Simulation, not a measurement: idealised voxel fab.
process module | voxel capacitor over wiring
cross-section cut | 190 nm wide | cells 5 nm
A cross-section is a grid of square cells, given in bands from the top down. A band is one or more rows of cells.
Each band's line starts with the height of the band's top and of its bottom, in nm. Then come its materials from left to right, each with its width in nm. One material with "throughout" fills the band from edge to edge. "air" is empty space.
Height 0 is the level under which the wafer as received is all one material. The lowest band goes on downwards, as in "0 down".
A width such as "30 to 40" changes by the same amount from each row of cells to the next, from the band's top row to its bottom row.
"no change" after a step means that no cell of the cross-section changed.
closed voids: empty space of 8 cells or more with no open way to the top, each as width x height at its distance from the left edge, in nm
after a step's settings: what the simulator itself notes on the step
overlay nm, on a step with a mask: how far to the right of its planned place the mask lay; to the left if negative
plan
1 op RECEIVE | material Si
2 op CONFORMAL_DEP | material SiO2 | thk nm 15
3 op DIRECTIONAL_DEP | material TiN | thk nm 5
4 op DIRECTIONAL_DEP | material Ru | thk nm 20
5 op DIRECTIONAL_DEP | material aC | thk nm 10
6 op PATTERN | tone cover | mask id METAL_1 | material resist | width nm 20 | pitch nm 70 | thk nm 25 | overlay nm 0
7 op DIRECTIONAL_ETCH | etch materials aC | depth nm 10
8 op STRIP | etch materials resist
9 op DIRECTIONAL_ETCH | etch materials Ru | depth nm 20
10 op DIRECTIONAL_ETCH | etch materials TiN | depth nm 5
11 op STRIP | etch materials aC
12 op CONFORMAL_DEP | material SiN | thk nm 5
13 op FILL_DEP | material SiO2 | thk nm 10
14 op CMP | height nm 40
15 op CONFORMAL_DEP | material SiCN | thk nm 5
16 op DIRECTIONAL_DEP | material lowk | thk nm 10
17 op MASKED_ETCH | tone open | mask id PLUG_1 | width nm 15 | etch materials lowk | depth nm 10 | overlay nm 0
18 op MASKED_ETCH | tone open | mask id PLUG_1 | width nm 15 | etch materials SiCN | depth nm 5 | overlay nm 0
19 op EPI | material Ru | thk nm 10
20 op EPI | material Ru | thk nm 5
21 op DIRECTIONAL_DEP | material TiN | thk nm 5
22 op DIRECTIONAL_DEP | material HfO2 | thk nm 5
23 op DIRECTIONAL_DEP | material TiN | thk nm 5
24 op DIRECTIONAL_DEP | material aC | thk nm 10
25 op PATTERN | tone cover | mask id UPPER_PLATE | material resist | width nm 55 | thk nm 30 | overlay nm 0
26 op DIRECTIONAL_ETCH | etch materials aC | depth nm 10
27 op STRIP | etch materials resist
28 op DIRECTIONAL_ETCH | etch materials TiN | depth nm 5
29 op DIRECTIONAL_ETCH | etch materials HfO2 | depth nm 5
30 op STRIP | etch materials aC
31 op MASKED_ETCH | tone cover | mask id LOWER_PLATE | width nm 65 | etch materials TiN | depth nm 5 | overlay nm 0
32 op FILL_DEP | material SiO2 | thk nm 15
33 op CMP | height nm 80
34 op PATTERN | tone open | mask id PLUG_2 | material resist | width nm 15 | thk nm 15 | overlay nm 0
35 op DIRECTIONAL_ETCH | etch materials SiO2 | depth nm 10
36 op STRIP | etch materials resist
37 op CONFORMAL_DEP | material TiN | thk nm 5
38 op FILL_DEP | material Cu | thk nm 5
39 op CMP | height nm 80
40 op CONFORMAL_DEP | material SiN | thk nm 5
as received, after step 1
  0 down: Si throughout
  closed voids: none
a wafer at the end: this start, this plan, one mistake
  85 to 80: SiN throughout
  80 to 70: SiO2 55 to 50 | TiN 55 to 65 | SiO2 80 to 75
  70 to 65: TiN throughout
  65 to 60: HfO2 throughout
  60 to 55: TiN throughout
  55 to 45: lowk 55 | Ru 15 | lowk 120
  45 to 40: SiCN 55 | Ru 15 | SiCN 120
  40 to 20: SiO2 45 | SiN 5 | Ru 20 | SiN 5 | SiO2 40 | SiN 5 | Ru 20 | SiN 5 | SiO2 45
  20 to 15: SiN 50 | TiN 20 | SiN 50 | TiN 20 | SiN 50
  15 to 0: SiO2 throughout
  0 down: Si throughout
  closed voids: none
what went wrong: step 23 ran as: op DIRECTIONAL_DEP | material TiN | thk nm 15
